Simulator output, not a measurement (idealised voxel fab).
Process module under the name voxel ribs on slabs
Cross-section cut: width 270 nm, square cells of 5 nm.
Bands, listed from the top down, are how a cross-section gets written in this document; the cross-section itself is a grid of square cells, and a band is one or more rows of them. The band entry comprises the height of the band's top followed by the height of its bottom, expressed in nm, and subsequently the band's materials from left to right, each stated together with its width in nm. Where a single material is marked with the word "throughout", that material fills the band from edge to edge. The word "empty" represents empty space. Heads up on the height convention: 0 is the point under which the incoming wafer is all one material, and the lowest band has no bottom, it just keeps going down, like "0 nm and below". It should be noted that a width expressed as "30 to 40" varies in equal increments from row to row of cells within the band, taking the value of the first number at the top row and that of the second number at the bottom row. "changes: none" means the step left every cell of the cross-section as it was. "Sealed internal cavities": empty spaces of 8 cells or more with no open way to the top, each given as width x height at distance, distance from the left edge, all in nm. That trailing text on a step's line, after the settings, is the simulator's own remark on the step. Regarding "overlay nm": on a step with a mask, it is the distance the mask lay to the right of its planned place; a negative value places it to the left.
This section lists the process steps that were planned
1,RECEIVE | material Si
2,DIRECTIONAL_DEP | material SiO2 | thk nm 25
3,DIRECTIONAL_DEP | material polySi | thk nm 25
4,DIRECTIONAL_DEP | material aC | thk nm 15
5,PATTERN | tone cover | mask id RIB | material resist | width nm 15 | thk nm 35 | overlay nm 0
6,DIRECTIONAL_ETCH | etch materials aC | depth nm 15
7,STRIP | etch materials resist
8,DIRECTIONAL_ETCH | etch materials polySi | depth nm 15
9,STRIP | etch materials aC
10,PATTERN | tone cover | mask id SLAB | material resist | width nm 75 | thk nm 20 | overlay nm 0
11,DIRECTIONAL_ETCH | etch materials polySi | depth nm 10
12,STRIP | etch materials resist
13,FILL_DEP | material SiO2 | thk nm 20
14,CMP | height nm 60
15,DIRECTIONAL_DEP | material W | thk nm 5
16,DIRECTIONAL_DEP | material aC | thk nm 10
17,PATTERN | tone cover | mask id HEATER | material resist | width nm 25 | thk nm 30 | overlay nm 0
18,DIRECTIONAL_ETCH | etch materials aC | depth nm 10
19,STRIP | etch materials resist
20,DIRECTIONAL_ETCH | etch materials W | depth nm 5
21,STRIP | etch materials aC
22,CONFORMAL_DEP | material SiO2 | thk nm 5
Cross-section of the incoming wafer, state after step 1
* 0 nm and below | Si throughout
* Sealed internal cavities: none
Cross-sectional image of the first of two wafers at the end of the module, the run having proceeded as planned
* 70 nm to 65 nm | 115 empty, then 35 SiO2, then 120 empty
* 65 nm to 60 nm | 120 SiO2, then 25 W, then 125 SiO2
* 60 nm to 50 nm | SiO2 throughout
* 50 nm to 35 nm | 125 SiO2, then 15 polySi, then 130 SiO2
* 35 nm to 25 nm | 95 SiO2, then 75 polySi, then 100 SiO2
* 25 nm to 0 nm | SiO2 throughout
* 0 nm and below | Si throughout
* Sealed internal cavities: none
Second wafer of the two, sectioned at the end of the module. It began like the first and followed the same plan, but one mistake was made while running it
* 70 nm to 65 nm | 115 empty, then 35 SiO2, then 120 empty
* 65 nm to 60 nm | 120 SiO2, then 25 W, then 125 SiO2
* 60 nm to 50 nm | SiO2 throughout
* 50 nm to 40 nm | 95 SiO2, then 75 polySi, then 100 SiO2
* 40 nm to 25 nm | aC throughout
* 25 nm to 0 nm | SiO2 throughout
* 0 nm and below | Si throughout
* Sealed internal cavities: none
Error vs. plan: plan vs actual: 3 and 4 interchanged
Once processing is complete, comparing cell counts shows that the second wafer has more or fewer of certain materials than the first: SiO2: 153 fewer | aC: 162 more | polySi: 9 fewer
